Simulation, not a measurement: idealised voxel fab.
Documented hereafter: the process module known as voxel self aligned contacts.
FYI the section here is cut, 180 nm wide, cells are 5 nm squares.
How to read a cross-section here: the picture is a grid of square cells, written as bands going from the top down, and any band can span one or more rows of cells.
First you get the band's top height and its bottom height, in nm, and then the materials it's made of, left to right, with each width in nm. If you see a single material with "everywhere", that one covers the band edge to edge. "air" is empty space.
Beneath 0, the wafer as received is one material, and that level is where height counting begins. The lowest band goes on downward without a bottom; it is written like "z 0 and below".
The notation "30..40" denotes a width that varies across the rows of cells in the band, beginning at the first number in the top row, finishing at the second number in the bottom row, and changing by an identical amount from each row to the next.
Take "no modification" at face value: in the step it is given for, the cross-section changed in none of its cells.
Entry "Trapped void list". Content: empty spaces with no open connection to the top, size 8 cells or greater. Each: width x height at distance. Distance: from left edge. Unit: nm.
The remark found on a step's line after its settings is issued by the simulator itself and pertains to that step.
What "overlay nm" on a step's line means: if the step has a mask, that mask lay this far to the right of its planned place, or, when the value is negative, to the left.
# The planned process steps are enumerated hereunder
| 1 | RECEIVE (material Si) |
| 2 | CONFORMAL_DEP (material SiO2; thk nm 5) |
| 3 | DIRECTIONAL_DEP (material polySi; thk nm 30) |
| 4 | DIRECTIONAL_DEP (material SiN; thk nm 25) |
| 5 | PATTERN (tone cover; mask id GATE; material resist; width nm 25; pitch nm 65; thk nm 15; overlay nm 0) |
| 6 | DIRECTIONAL_ETCH (etch materials SiN; depth nm 25) |
| 7 | DIRECTIONAL_ETCH (etch materials polySi; depth nm 30) |
| 8 | STRIP (etch materials resist) |
| 9 | CONFORMAL_DEP (material SiN; thk nm 10) |
| 10 | DIRECTIONAL_ETCH (etch materials SiN; depth nm 10) |
| 11 | FILL_DEP (material SiO2; thk nm 10) |
| 12 | CMP (height nm 65) |
| 13 | PATTERN (tone open; mask id CONTACT; material resist; width nm 50; thk nm 15; overlay nm 0) |
| 14 | DIRECTIONAL_ETCH (etch materials SiO2; depth nm 65) |
| 15 | STRIP (etch materials resist) |
| 16 | CONFORMAL_DEP (material TiN; thk nm 5) |
| 17 | FILL_DEP (material W; thk nm 10) |
| 18 | CMP (height nm 65) |
| 19 | CONFORMAL_DEP (material SiN; thk nm 5) |
# So this is the incoming wafer in cross-section - it's already been through step 1
* z 0 and below | Si everywhere
* Trapped void list: none
# Cross-section, first of two wafers, end of module, run as planned
* z 70 to 65 | SiN everywhere
* z 65 to 60 | SiO2: 65  TiN: 20  W: 10  TiN: 20  SiO2: 65
* z 60 to 35 | SiO2: 35  SiN: 45  TiN: 5  W: 10  TiN: 5  SiN: 45  SiO2: 35
* z 35 to 5 | SiO2: 35  SiN: 10  polySi: 25  SiN: 10  TiN: 5  W: 10  TiN: 5  SiN: 10  polySi: 25  SiN: 10  SiO2: 35
* z 5 to 0 | SiO2: 80  TiN: 20  SiO2: 80
* z 0 and below | Si everywhere
* Trapped void list: none
# Here's the second of our two wafers sectioned at module end. Same start as the first, same plan, but one mistake got made running it
* z 70 to 65 | SiN everywhere
* z 65 to 60 | SiO2: 65  polySi: 20  W: 10  polySi: 20  SiO2: 65
* z 60 to 35 | SiO2: 35  SiN: 45  polySi: 5  W: 10  polySi: 5  SiN: 45  SiO2: 35
* z 35 to 5 | SiO2: 35  SiN: 10  polySi: 25  SiN: 10  polySi: 5  W: 10  polySi: 5  SiN: 10  polySi: 25  SiN: 10  SiO2: 35
* z 5 to 0 | SiO2: 80  polySi: 20  SiO2: 80
* z 0 and below | Si everywhere
* Trapped void list: none
Where did the run depart from the plan? not per plan at step 16, really ran CONFORMAL_DEP (material polySi; thk nm 5)
Materials where the second wafer ends with more or fewer cells than the first: TiN: 34 fewer; polySi: 34 more
